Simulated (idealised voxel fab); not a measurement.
voxel wiring stack: a process module
Section shown: cut. Width: 145 nm. Cell size: 5 nm, square.
Throughout this document, each cross-section is represented as a grid of square cells and is presented as a sequence of bands enumerated from the top downward, where a band comprises one or more rows of cells.
A band entry consists of two parts. The first gives the height of the band's top and the height of its bottom, in nm. The rest lists the band's materials from left to right, each with its width in nm. A single material labelled with the word "throughout" fills the band from edge to edge, and the word "air" marks empty space.
Height reference: 0 = level under which incoming wafer is all one material. Lowest band: no bottom, runs on downward, e.g. "0 down".
Read "30..40" as a graded width: first number on top, second number at the bottom, same change between each pair of neighbouring rows.
"remained unchanged", as given for a step, is the statement that not any cell of the cross-section underwent a change during that step.
Basically, "Trapped voids" tells you about the enclosed voids: empty spaces with no open way to the top, 8 cells or bigger, each written width x height at distance, where distance is from the left edge, all in nm.
Whatever follows a step's settings on its line is a remark the simulator itself makes about that step.
Among the settings permitted on a step's line is "overlay nm"; applied to a step with a mask, it specifies the extent to which the mask lay to the right of its planned position, whereas a negative figure signifies a position to the left.
The following list gives the planned process steps:
1 RECEIVE [material Si]
2 CONFORMAL_DEP [material SiO2] [thk nm 10]
3 DIRECTIONAL_DEP [material TiN] [thk nm 5]
4 DIRECTIONAL_DEP [material W] [thk nm 15]
5 DIRECTIONAL_DEP [material aC] [thk nm 15]
6 PATTERN [tone cover] [mask id METAL_1] [material resist] [width nm 25] [pitch nm 55] [thk nm 30] [overlay nm 0]
7 DIRECTIONAL_ETCH [etch materials aC] [depth nm 15]
8 STRIP [etch materials resist]
9 DIRECTIONAL_ETCH [etch materials W] [depth nm 15]
10 DIRECTIONAL_ETCH [etch materials TiN] [depth nm 5]
11 STRIP [etch materials aC]
12 CONFORMAL_DEP [material SiCN] [thk nm 5]
13 FILL_DEP [material SiO2] [thk nm 5]
14 CMP [height nm 30]
15 CONFORMAL_DEP [material SiCN] [thk nm 5]
16 DIRECTIONAL_DEP [material SiO2] [thk nm 35]
17 MASKED_ETCH [tone open] [mask id METAL_2_HOLES] [width nm 15] [etch materials SiO2] [depth nm 35] [overlay nm 0]
18 PATTERN [tone open] [mask id METAL_2] [material resist] [width nm 25] [pitch nm 55] [thk nm 20] [overlay nm 0]
19 DIRECTIONAL_ETCH [etch materials SiO2] [depth nm 20]
20 DIRECTIONAL_ETCH [etch materials SiCN] [depth nm 5]
21 STRIP [etch materials resist]
22 CONFORMAL_DEP [material TiN] [thk nm 5]
23 FILL_DEP [material Ru] [thk nm 10]
24 CMP [height nm 70]
25 CONFORMAL_DEP [material SiCN] [thk nm 5]
26 DIRECTIONAL_DEP [material SiO2] [thk nm 20]
27 DIRECTIONAL_DEP [material aC] [thk nm 10]
28 PATTERN [tone open] [mask id PLUG_2] [material resist] [width nm 15] [thk nm 25] [overlay nm 0]
29 DIRECTIONAL_ETCH [etch materials aC] [depth nm 10]
30 STRIP [etch materials resist]
31 DIRECTIONAL_ETCH [etch materials SiO2] [depth nm 20]
32 DIRECTIONAL_ETCH [etch materials SiCN] [depth nm 5]
33 STRIP [etch materials aC]
34 EPI [material Ru] [thk nm 10]
35 EPI [material Ru] [thk nm 10]
36 EPI [material Ru] [thk nm 5]
37 DIRECTIONAL_DEP [material TiN] [thk nm 5]
38 DIRECTIONAL_DEP [material Ru] [thk nm 15]
39 PATTERN [tone cover] [mask id METAL_3] [material resist] [width nm 25] [pitch nm 55] [thk nm 15] [overlay nm 0]
40 DIRECTIONAL_ETCH [etch materials Ru] [depth nm 15]
41 DIRECTIONAL_ETCH [etch materials TiN] [depth nm 5]
42 STRIP [etch materials resist]
43 FILL_DEP [material SiO2] [thk nm 10]
44 CMP [height nm 115]
45 CONFORMAL_DEP [material SiN] [thk nm 5]
Cross-section, incoming material, after step 1:
> 0 down  Si throughout
> Trapped voids: none
Cross-sectional view of the first of the two wafers upon completion of the module, processed in accordance with the plan:
> 120 to 115  SiN throughout
> 115 to 100  SiO2: 30, then Ru: 25, then SiO2: 30, then Ru: 25, then SiO2: 35
> 100 to 95  SiO2: 30, then TiN: 25, then SiO2: 30, then TiN: 25, then SiO2: 35
> 95 to 75  SiO2: 30, then Ru: 15, then SiO2: 100
> 75 to 70  SiCN: 30, then Ru: 15, then SiCN: 100
> 70 to 55  SiO2: 30, then TiN: 5, then Ru: 15, then TiN: 5, then SiO2: 30, then TiN: 5, then Ru: 15, then TiN: 5, then SiO2: 35
> 55 to 50  SiO2: 30, then TiN: 5, then Ru: 5, then TiN: 15, then SiO2: 30, then TiN: 25, then SiO2: 35
> 50 to 35  SiO2: 30, then TiN: 5, then Ru: 5, then TiN: 5, then SiO2: 100
> 35 to 30  SiCN: 30, then TiN: 15, then SiCN: 100
> 30 to 15  SiO2: 25, then SiCN: 5, then W: 25, then SiCN: 5, then SiO2: 20, then SiCN: 5, then W: 25, then SiCN: 5, then SiO2: 30
> 15 to 10  SiCN: 30, then TiN: 25, then SiCN: 30, then TiN: 25, then SiCN: 35
> 10 to 0  SiO2 throughout
> 0 down  Si throughout
> Trapped voids: none
Cross-section, second wafer: same start as the first, same plan as the first, one mistake in running it; taken at the end of the module:
> 120 to 115  SiN throughout
> 115 to 100  SiO2: 30, then Ru: 25, then SiO2: 30, then Ru: 25, then SiO2: 35
> 100 to 95  SiO2: 30, then TiN: 25, then SiO2: 30, then TiN: 25, then SiO2: 35
> 95 to 75  SiO2: 30, then Ru: 15, then SiO2: 100
> 75 to 70  SiCN: 30, then Ru: 15, then SiCN: 100
> 70 to 55  SiO2: 30, then TiN: 5, then Ru: 15, then TiN: 5, then SiO2: 30, then TiN: 5, then Ru: 15, then TiN: 5, then SiO2: 35
> 55 to 50  SiO2: 30, then TiN: 5, then Ru: 5, then TiN: 15, then SiO2: 30, then TiN: 25, then SiO2: 35
> 50 to 35  SiO2: 30, then TiN: 5, then Ru: 5, then TiN: 5, then SiO2: 100
> 35 to 30  SiCN: 30, then TiN: 15, then SiCN: 100
> 30 to 15  SiO2: 35, then SiCN: 5, then W: 25, then SiCN: 5, then SiO2: 20, then SiCN: 5, then W: 25, then SiCN: 5, then SiO2: 20
> 15 to 10  SiCN: 40, then TiN: 25, then SiCN: 30, then TiN: 25, then SiCN: 25
> 10 to 0  SiO2 throughout
> 0 down  Si throughout
> Trapped voids: none
The mistake made against the process plan was this: step 6 ran differently from the plan; actual operation with settings: PATTERN [tone cover] [mask id METAL_1] [material resist] [width nm 25] [pitch nm 55] [thk nm 30] [overlay nm 10]
Heads up: at the end the two wafers have identical cell counts per material, they're just laid out differently.
